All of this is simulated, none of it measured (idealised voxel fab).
The process module presented herein is designated voxel capacitor over wiring.
The cross-section shown here is cut; it is 200 nm wide and divided into square cells measuring 5 nm on a side.
Cross-section, as written here: a square-cell grid given band by band from the top down, where a band holds one or more rows of cells. First you get the band's top height and its bottom height, in nm, and then the materials it's made of, left to right, with each width in nm. If you see a single material with "throughout", that one covers the band edge to edge. "empty" is empty space. We count height from 0. Below that, the starting wafer is all one material. The lowest band never ends at the bottom but goes on down; see "0 -> down" for how that is written. Read "30->40" as a graded width: first number on top, second number at the bottom, same change between each pair of neighbouring rows. A step reported as "no alterations made" is a step in which no cell of the cross-section changed. What "Enclosed void list" gives you is every empty space of 8 cells or more that is cut off from the top. Each appears as width x height at distance, with the distance taken from the left edge and width, height and distance all in nm. That trailing text on a step's line, after the settings, is the simulator's own remark on the step. overlay nm: on a step with a mask, how far right of its planned place the mask lay; negative means left.

LIST OF PLANNED PROCESS STEPS
1) RECEIVE (material Si)
2) CONFORMAL_DEP (material SiO2; thk nm 15)
3) DIRECTIONAL_DEP (material TiN; thk nm 5)
4) DIRECTIONAL_DEP (material W; thk nm 20)
5) PATTERN (tone cover; mask id METAL_1; material resist; width nm 20; pitch nm 80; thk nm 15; overlay nm 0)
6) DIRECTIONAL_ETCH (etch materials W; depth nm 20)
7) DIRECTIONAL_ETCH (etch materials TiN; depth nm 5)
8) STRIP (etch materials resist)
9) CONFORMAL_DEP (material SiN; thk nm 5)
10) FILL_DEP (material lowk; thk nm 10)
11) CMP (height nm 40)
12) CONFORMAL_DEP (material SiCN; thk nm 5)
13) DIRECTIONAL_DEP (material SiO2; thk nm 20)
14) MASKED_ETCH (tone open; mask id PLUG_1; width nm 15; etch materials SiO2; depth nm 20; overlay nm 0)
15) MASKED_ETCH (tone open; mask id PLUG_1; width nm 15; etch materials SiCN; depth nm 5; overlay nm 0)
16) CONFORMAL_DEP (material TiN; thk nm 5)
17) FILL_DEP (material W; thk nm 10)
18) CMP (height nm 65)
19) DIRECTIONAL_DEP (material TiN; thk nm 5)
20) DIRECTIONAL_DEP (material Al2O3; thk nm 5)
21) DIRECTIONAL_DEP (material TiN; thk nm 10)
22) MASKED_ETCH (tone cover; mask id UPPER_PLATE; width nm 65; etch materials TiN; depth nm 10; overlay nm 0)
23) MASKED_ETCH (tone cover; mask id UPPER_PLATE; width nm 65; etch materials Al2O3; depth nm 5; overlay nm 0)
24) DIRECTIONAL_DEP (material aC; thk nm 15)
25) PATTERN (tone cover; mask id LOWER_PLATE; material resist; width nm 75; thk nm 35; overlay nm 0)
26) DIRECTIONAL_ETCH (etch materials aC; depth nm 15)
27) STRIP (etch materials resist)
28) DIRECTIONAL_ETCH (etch materials TiN; depth nm 5)
29) STRIP (etch materials aC)
30) FILL_DEP (material SiO2; thk nm 15)
31) CMP (height nm 95)
32) MASKED_ETCH (tone open; mask id PLUG_2; width nm 15; etch materials SiO2; depth nm 5; overlay nm 0)
33) CONFORMAL_DEP (material TiN; thk nm 5)
34) FILL_DEP (material W; thk nm 5)
35) CMP (height nm 95)
36) CONFORMAL_DEP (material SiN; thk nm 5)
Across this set of wafers, the varied parameter is the depth nm of step 32. Starting conditions are identical for every wafer, and the plan reports the value assigned to the first wafer.

FIRST OF SEVERAL WAFERS, RECEIVED AFTER STEP 1, IN CROSS-SECTION
> 0 -> down = Si throughout
> Enclosed void list: none

PER-WAFER ROWS BELOW. FOR EACH MATERIAL: CELLS GAINED (+) OR LOST (-) SINCE THE WAFER WAS RECEIVED, AS OF END OF MODULE. THEN: CLOSED VOIDS
depth nm 5, +13 Al2O3, +37 SiCN, +88 SiN, +451 SiO2, +63 TiN, +36 W, +112 lowk, Enclosed void list: none
depth nm 10, +13 Al2O3, +37 SiCN, +88 SiN, +448 SiO2, +65 TiN, +37 W, +112 lowk, Enclosed void list: none
depth nm 15, +13 Al2O3, +37 SiCN, +88 SiN, +448 SiO2, +65 TiN, +37 W, +112 lowk, Enclosed void list: none
depth nm 20, +13 Al2O3, +37 SiCN, +88 SiN, +448 SiO2, +65 TiN, +37 W, +112 lowk, Enclosed void list: none
depth nm 25, +13 Al2O3, +37 SiCN, +88 SiN, +448 SiO2, +65 TiN, +37 W, +112 lowk, Enclosed void list: none
